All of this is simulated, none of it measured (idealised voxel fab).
Herein follows the process module entitled voxel self aligned vias.
Shown is cross-section cut, with a width of 190 nm and square cells of size 5 nm.
Format of a cross-section: grid, square cells. Given as bands. Order: top down. Band: one or more rows of cells.
Top, bottom (nm), then materials left to right with widths (nm); lone material tagged "all across" fills the whole band edge to edge; "blank" = empty space.
Heights are reckoned from 0. Under this level, the received wafer is all of one material. The bottommost band is open-ended downward, for example "z 0 and below".
So if you see something like "30..40" for the width, read it as the top row of the band sitting at the first number and the bottom row at the second, with every row in between moving by the same amount as the last.
Basically "same as before" means that step didn't change any cell in the cross-section.
"Closed empty spaces" enumerates empty spaces isolated from the top, with no open way to it, that contain at least 8 cells, giving each as width x height at distance from the left edge, all three in nm.
What comes after the settings on a step's line is commentary from the simulator itself on that step.
overlay nm: step with mask; distance mask lay right of planned place; negative value = left of planned place.
Steps in the process plan:
1 RECEIVE, material Si
2 CONFORMAL_DEP, material SiO2, thk nm 10
3 CONFORMAL_DEP, material SiCN, thk nm 5
4 DIRECTIONAL_DEP, material lowk, thk nm 20
5 PATTERN, tone open, mask id LINES, material resist, width nm 20, pitch nm 55, thk nm 20, overlay nm 0
6 DIRECTIONAL_ETCH, etch materials lowk, depth nm 20
7 STRIP, etch materials resist
8 CONFORMAL_DEP, material TiN, thk nm 5
9 FILL_DEP, material W, thk nm 10
10 CMP, height nm 35
11 SELECTIVE_ETCH, etch materials W Ru TiN, depth nm 10
12 FILL_DEP, material SiN, thk nm 10
13 CMP, height nm 35
14 DIRECTIONAL_DEP, material lowk, thk nm 15
15 DIRECTIONAL_DEP, material aC, thk nm 15
16 PATTERN, tone open, mask id VIAS, material resist, width nm 30, pitch nm 55, thk nm 30, overlay nm 0
17 DIRECTIONAL_ETCH, etch materials aC, depth nm 15
18 STRIP, etch materials resist
19 DIRECTIONAL_ETCH, etch materials lowk, depth nm 15
20 DIRECTIONAL_ETCH, etch materials SiN, depth nm 10
21 STRIP, etch materials aC
22 CONFORMAL_DEP, material TiN, thk nm 5
23 FILL_DEP, material W, thk nm 10
24 CMP, height nm 50
25 CONFORMAL_DEP, material SiCN, thk nm 5
First of two wafers: run as planned:
Incoming wafer, cross-sectional view, post step 1:
> z 0 and below  Si all across
> Closed empty spaces: none
You're looking at a cross-section of the wafer after step 2:
> z 10 to 0  SiO2 all across
> Under 0: no change, same as before.
You're looking at a cross-section of the wafer after step 3:
> z 15 to 10  SiCN all across
> Under 10: no change, same as before.
You're looking at a cross-section of the wafer after step 4:
> z 35 to 15  lowk all across
> Under 15: no change, same as before.
You're looking at a cross-section of the wafer after step 5:
> z 55 to 35  resist: 30, then blank: 20, then resist: 35, then blank: 20, then resist: 35, then blank: 20, then resist: 30
> Under 35: no change, same as before.
You're looking at a cross-section of the wafer after step 6:
> z 55 to 35  resist: 30, then blank: 20, then resist: 35, then blank: 20, then resist: 35, then blank: 20, then resist: 30
> z 35 to 15  lowk: 30, then blank: 20, then lowk: 35, then blank: 20, then lowk: 35, then blank: 20, then lowk: 30
> Under 15: no change, same as before.
You're looking at a cross-section of the wafer after step 7:
> z 35 to 15  lowk: 30, then blank: 20, then lowk: 35, then blank: 20, then lowk: 35, then blank: 20, then lowk: 30
> Under 15: no change, same as before.
You're looking at a cross-section of the wafer after step 8:
> z 40 to 35  TiN: 35, then blank: 10, then TiN: 45, then blank: 10, then TiN: 45, then blank: 10, then TiN: 35
> z 35 to 20  lowk: 30, then TiN: 5, then blank: 10, then TiN: 5, then lowk: 35, then TiN: 5, then blank: 10, then TiN: 5, then lowk: 35, then TiN: 5, then blank: 10, then TiN: 5, then lowk: 30
> z 20 to 15  lowk: 30, then TiN: 20, then lowk: 35, then TiN: 20, then lowk: 35, then TiN: 20, then lowk: 30
> Under 15: no change, same as before.
You're looking at a cross-section of the wafer after step 9:
> z 50 to 40  W all across
> z 40 to 35  TiN: 35, then W: 10, then TiN: 45, then W: 10, then TiN: 45, then W: 10, then TiN: 35
> z 35 to 20  lowk: 30, then TiN: 5, then W: 10, then TiN: 5, then lowk: 35, then TiN: 5, then W: 10, then TiN: 5, then lowk: 35, then TiN: 5, then W: 10, then TiN: 5, then lowk: 30
> Under 20: no change, same as before.
You're looking at a cross-section of the wafer after step 10:
> z 35 to 20  lowk: 30, then TiN: 5, then W: 10, then TiN: 5, then lowk: 35, then TiN: 5, then W: 10, then TiN: 5, then lowk: 35, then TiN: 5, then W: 10, then TiN: 5, then lowk: 30
> Under 20: no change, same as before.
You're looking at a cross-section of the wafer after step 11:
> z 35 to 25  lowk: 30, then blank: 20, then lowk: 35, then blank: 20, then lowk: 35, then blank: 20, then lowk: 30
> Under 25: no change, same as before.
You're looking at a cross-section of the wafer after step 12:
> z 45 to 35  SiN all across
> z 35 to 25  lowk: 30, then SiN: 20, then lowk: 35, then SiN: 20, then lowk: 35, then SiN: 20, then lowk: 30
> Under 25: no change, same as before.
You're looking at a cross-section of the wafer after step 13:
> z 35 to 25  lowk: 30, then SiN: 20, then lowk: 35, then SiN: 20, then lowk: 35, then SiN: 20, then lowk: 30
> Under 25: no change, same as before.
You're looking at a cross-section of the wafer after step 14:
> z 50 to 35  lowk all across
> Under 35: no change, same as before.
You're looking at a cross-section of the wafer after step 15:
> z 65 to 50  aC all across
> Under 50: no change, same as before.
You're looking at a cross-section of the wafer after step 16:
> z 95 to 65  resist: 25, then blank: 30, then resist: 25, then blank: 30, then resist: 25, then blank: 30, then resist: 25
> Under 65: no change, same as before.
You're looking at a cross-section of the wafer after step 17:
> z 80 to 65  resist: 25, then blank: 30, then resist: 25, then blank: 30, then resist: 25, then blank: 30, then resist: 25
> z 65 to 50  aC: 25, then blank: 30, then aC: 25, then blank: 30, then aC: 25, then blank: 30, then aC: 25
> Under 50: no change, same as before.
You're looking at a cross-section of the wafer after step 18:
> z 65 to 50  aC: 25, then blank: 30, then aC: 25, then blank: 30, then aC: 25, then blank: 30, then aC: 25
> Under 50: no change, same as before.
You're looking at a cross-section of the wafer after step 19:
> z 65 to 50  aC: 25, then blank: 30, then aC: 25, then blank: 30, then aC: 25, then blank: 30, then aC: 25
> z 50 to 35  lowk: 25, then blank: 30, then lowk: 25, then blank: 30, then lowk: 25, then blank: 30, then lowk: 25
> Under 35: no change, same as before.
You're looking at a cross-section of the wafer after step 20:
> z 65 to 50  aC: 25, then blank: 30, then aC: 25, then blank: 30, then aC: 25, then blank: 30, then aC: 25
> z 50 to 35  lowk: 25, then blank: 30, then lowk: 25, then blank: 30, then lowk: 25, then blank: 30, then lowk: 25
> z 35 to 25  lowk: 30, then blank: 20, then lowk: 35, then blank: 20, then lowk: 35, then blank: 20, then lowk: 30
> Under 25: no change, same as before.
You're looking at a cross-section of the wafer after step 21:
> z 50 to 35  lowk: 25, then blank: 30, then lowk: 25, then blank: 30, then lowk: 25, then blank: 30, then lowk: 25
> Under 35: no change, same as before.
You're looking at a cross-section of the wafer after step 22:
> z 55 to 50  TiN: 30, then blank: 20, then TiN: 35, then blank: 20, then TiN: 35, then blank: 20, then TiN: 30
> z 50 to 40  lowk: 25, then TiN: 5, then blank: 20, then TiN: 5, then lowk: 25, then TiN: 5, then blank: 20, then TiN: 5, then lowk: 25, then TiN: 5, then blank: 20, then TiN: 5, then lowk: 25
> z 40 to 30  lowk: 25..30, then TiN: 10..5, then blank: 10, then TiN: 10..5, then lowk: 25..35, then TiN: 10..5, then blank: 10, then TiN: 10..5, then lowk: 25..35, then TiN: 10..5, then blank: 10, then TiN: 10..5, then lowk: 25..30
> z 30 to 25  lowk: 30, then TiN: 20, then lowk: 35, then TiN: 20, then lowk: 35, then TiN: 20, then lowk: 30
> Under 25: no change, same as before.
You're looking at a cross-section of the wafer after step 23:
> z 65 to 55  W all across
> z 55 to 50  TiN: 30, then W: 20, then TiN: 35, then W: 20, then TiN: 35, then W: 20, then TiN: 30
> z 50 to 40  lowk: 25, then TiN: 5, then W: 20, then TiN: 5, then lowk: 25, then TiN: 5, then W: 20, then TiN: 5, then lowk: 25, then TiN: 5, then W: 20, then TiN: 5, then lowk: 25
> z 40 to 30  lowk: 25..30, then TiN: 10..5, then W: 10, then TiN: 10..5, then lowk: 25..35, then TiN: 10..5, then W: 10, then TiN: 10..5, then lowk: 25..35, then TiN: 10..5, then W: 10, then TiN: 10..5, then lowk: 25..30
> Under 30: no change, same as before.
You're looking at a cross-section of the wafer after step 24:
> z 50 to 40  lowk: 25, then TiN: 5, then W: 20, then TiN: 5, then lowk: 25, then TiN: 5, then W: 20, then TiN: 5, then lowk: 25, then TiN: 5, then W: 20, then TiN: 5, then lowk: 25
> Under 40: no change, same as before.
You're looking at a cross-section of the wafer after step 25:
> z 55 to 50  SiCN all across
> Under 50: no change, same as before.
Wafer two: like wafer one in start and plan, but with one mistake in execution; identical up to and including step 4:
Second wafer, cross-section, planned end of step 5:
> z 55 to 35  blank: 30, then resist: 20, then blank: 35, then resist: 20, then blank: 35, then resist: 20, then blank: 30
> Under 35: no change, same as before.
Second wafer, cross-section, planned end of step 6:
> z 55 to 35  blank: 30, then resist: 20, then blank: 35, then resist: 20, then blank: 35, then resist: 20, then blank: 30
> z 35 to 15  blank: 30, then lowk: 20, then blank: 35, then lowk: 20, then blank: 35, then lowk: 20, then blank: 30
> Under 15: no change, same as before.
Second wafer, cross-section, planned end of step 7:
> z 35 to 15  blank: 30, then lowk: 20, then blank: 35, then lowk: 20, then blank: 35, then lowk: 20, then blank: 30
> Under 15: no change, same as before.
Second wafer, cross-section, planned end of step 8:
> z 40 to 35  blank: 25, then TiN: 30, then blank: 25, then TiN: 30, then blank: 25, then TiN: 30, then blank: 25
> z 35 to 20  blank: 25, then TiN: 5, then lowk: 20, then TiN: 5, then blank: 25, then TiN: 5, then lowk: 20, then TiN: 5, then blank: 25, then TiN: 5, then lowk: 20, then TiN: 5, then blank: 25
> z 20 to 15  TiN: 30, then lowk: 20, then TiN: 35, then lowk: 20, then TiN: 35, then lowk: 20, then TiN: 30
> Under 15: no change, same as before.
Second wafer, cross-section, planned end of step 9:
> z 50 to 40  W all across
> z 40 to 35  W: 25, then TiN: 30, then W: 25, then TiN: 30, then W: 25, then TiN: 30, then W: 25
> z 35 to 20  W: 25, then TiN: 5, then lowk: 20, then TiN: 5, then W: 25, then TiN: 5, then lowk: 20, then TiN: 5, then W: 25, then TiN: 5, then lowk: 20, then TiN: 5, then W: 25
> Under 20: no change, same as before.
Second wafer, cross-section, planned end of step 10:
> z 35 to 20  W: 25, then TiN: 5, then lowk: 20, then TiN: 5, then W: 25, then TiN: 5, then lowk: 20, then TiN: 5, then W: 25, then TiN: 5, then lowk: 20, then TiN: 5, then W: 25
> Under 20: no change, same as before.
Second wafer, cross-section, planned end of step 11:
> z 35 to 25  blank: 30, then lowk: 20, then blank: 35, then lowk: 20, then blank: 35, then lowk: 20, then blank: 30
> Under 25: no change, same as before.
Second wafer, cross-section, planned end of step 12:
> z 45 to 35  SiN all across
> z 35 to 25  SiN: 30, then lowk: 20, then SiN: 35, then lowk: 20, then SiN: 35, then lowk: 20, then SiN: 30
> Under 25: no change, same as before.
Second wafer, cross-section, planned end of step 13:
> z 35 to 25  SiN: 30, then lowk: 20, then SiN: 35, then lowk: 20, then SiN: 35, then lowk: 20, then SiN: 30
> Under 25: no change, same as before.
Second wafer, cross-section, planned end of step 14:
> z 50 to 35  lowk all across
> Under 35: no change, same as before.
Second wafer, cross-section, planned end of step 15:
> z 65 to 50  aC all across
> Under 50: no change, same as before.
Second wafer, cross-section, planned end of step 16:
> z 95 to 65  resist: 25, then blank: 30, then resist: 25, then blank: 30, then resist: 25, then blank: 30, then resist: 25
> Under 65: no change, same as before.
Second wafer, cross-section, planned end of step 17:
> z 80 to 65  resist: 25, then blank: 30, then resist: 25, then blank: 30, then resist: 25, then blank: 30, then resist: 25
> z 65 to 50  aC: 25, then blank: 30, then aC: 25, then blank: 30, then aC: 25, then blank: 30, then aC: 25
> Under 50: no change, same as before.
Second wafer, cross-section, planned end of step 18:
> z 65 to 50  aC: 25, then blank: 30, then aC: 25, then blank: 30, then aC: 25, then blank: 30, then aC: 25
> Under 50: no change, same as before.
Second wafer, cross-section, planned end of step 19:
> z 65 to 50  aC: 25, then blank: 30, then aC: 25, then blank: 30, then aC: 25, then blank: 30, then aC: 25
> z 50 to 35  lowk: 25, then blank: 30, then lowk: 25, then blank: 30, then lowk: 25, then blank: 30, then lowk: 25
> Under 35: no change, same as before.
Second wafer, cross-section, planned end of step 20:
> z 65 to 50  aC: 25, then blank: 30, then aC: 25, then blank: 30, then aC: 25, then blank: 30, then aC: 25
> z 50 to 35  lowk: 25, then blank: 30, then lowk: 25, then blank: 30, then lowk: 25, then blank: 30, then lowk: 25
> z 35 to 25  SiN: 25, then blank: 5, then lowk: 20, then blank: 5, then SiN: 25, then blank: 5, then lowk: 20, then blank: 5, then SiN: 25, then blank: 5, then lowk: 20, then blank: 5, then SiN: 25
> Under 25: no change, same as before.
Second wafer, cross-section, planned end of step 21:
> z 50 to 35  lowk: 25, then blank: 30, then lowk: 25, then blank: 30, then lowk: 25, then blank: 30, then lowk: 25
> Under 35: no change, same as before.
Second wafer, cross-section, planned end of step 22:
> z 55 to 50  TiN: 30, then blank: 20, then TiN: 35, then blank: 20, then TiN: 35, then blank: 20, then TiN: 30
> z 50 to 40  lowk: 25, then TiN: 5, then blank: 20, then TiN: 5, then lowk: 25, then TiN: 5, then blank: 20, then TiN: 5, then lowk: 25, then TiN: 5, then blank: 20, then TiN: 5, then lowk: 25
> z 40 to 35  lowk: 25, then TiN: 30, then lowk: 25, then TiN: 30, then lowk: 25, then TiN: 30, then lowk: 25
> z 35 to 25  SiN: 25, then TiN: 5, then lowk: 20, then TiN: 5, then SiN: 25, then TiN: 5, then lowk: 20, then TiN: 5, then SiN: 25, then TiN: 5, then lowk: 20, then TiN: 5, then SiN: 25
> Under 25: no change, same as before.
Second wafer, cross-section, planned end of step 23:
> z 65 to 55  W all across
> z 55 to 50  TiN: 30, then W: 20, then TiN: 35, then W: 20, then TiN: 35, then W: 20, then TiN: 30
> z 50 to 40  lowk: 25, then TiN: 5, then W: 20, then TiN: 5, then lowk: 25, then TiN: 5, then W: 20, then TiN: 5, then lowk: 25, then TiN: 5, then W: 20, then TiN: 5, then lowk: 25
> Under 40: no change, same as before.
Second wafer, cross-section, planned end of step 24:
> z 50 to 40  lowk: 25, then TiN: 5, then W: 20, then TiN: 5, then lowk: 25, then TiN: 5, then W: 20, then TiN: 5, then lowk: 25, then TiN: 5, then W: 20, then TiN: 5, then lowk: 25
> Under 40: no change, same as before.
Second wafer, cross-section, planned end of step 25:
> z 55 to 50  SiCN all across
> Under 50: no change, same as before.
What broke from the plan during processing? step 5 deviated from plan and actually ran as PATTERN, tone cover, mask id LINES, material resist, width nm 20, pitch nm 55, thk nm 20, overlay nm 0
Final tally in cells, some materials are higher or lower on the second wafer than on the first: SiN +40 | TiN +14 | W +2 | lowk -56
